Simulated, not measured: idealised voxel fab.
Proc. module: voxel plated lines
FYI the section here is cut, 290 nm wide, cells are 5 nm squares.
Each cross-section below is a grid of square cells, stated as bands in top-down order, with one or more rows of cells making up each band. Top, bottom (nm), then materials left to right with widths (nm); lone material tagged "throughout" fills the whole band edge to edge; "empty" = empty space. We count height from 0. Below that, the starting wafer is all one material. The lowest band never ends at the bottom but goes on down; see "z 0 and below" for how that is written. The notation "30->40" denotes a width that varies across the rows of cells in the band, beginning at the first number in the top row, finishing at the second number in the bottom row, and changing by an identical amount from each row to the next. A step reported as "remained unchanged" is a step in which no cell of the cross-section changed. "Enclosed void catalog": empty spaces of 8 cells or more with no open way to the top, each given as width x height at distance, distance from the left edge, all in nm. Anything after a step's settings on that line? It's the simulator's own note about the step. The setting "overlay nm" may be written on the line of a step. When the step uses a mask, the value reports how far to the right of the planned place the mask lay, and a negative value reports that it lay to the left.
The process steps that were planned are listed below
| 1 | RECEIVE: material Si |
| 2 | CONFORMAL_DEP: material SiN, thk nm 5 |
| 3 | DIRECTIONAL_DEP: material TiN, thk nm 5 |
| 4 | PATTERN: tone open, mask id LINES, material resist, width nm 15, pitch nm 40, thk nm 30, overlay nm 0 |
| 5 | EPI: material Ru, thk nm 10 |
| 6 | EPI: material Ru, thk nm 10 |
| 7 | STRIP: etch materials resist |
| 8 | DIRECTIONAL_ETCH: etch materials TiN, depth nm 5 |
| 9 | CONFORMAL_DEP: material SiO2, thk nm 5 |
It is noted that the wafers described herein are identical at the outset and are distinguished by the thk nm of step 2; the value stated in the plan corresponds to the first wafer.
This is how the first of several wafers looked in cross-section when it arrived, which is after step 1
z 0 and below = Si throughout
Enclosed void catalog: none
Where each wafer stands at the end of the module, a row apiece: cells of each material gained (+) or lost (-) since it was received, then closed voids
thk nm 5; +24 Ru; +58 SiN; +78 SiO2; +6 TiN; Enclosed void catalog: none
thk nm 10; +24 Ru; +116 SiN; +78 SiO2; +6 TiN; Enclosed void catalog: none
thk nm 15; +24 Ru; +174 SiN; +78 SiO2; +6 TiN; Enclosed void catalog: none
thk nm 20; +24 Ru; +232 SiN; +78 SiO2; +6 TiN; Enclosed void catalog: none
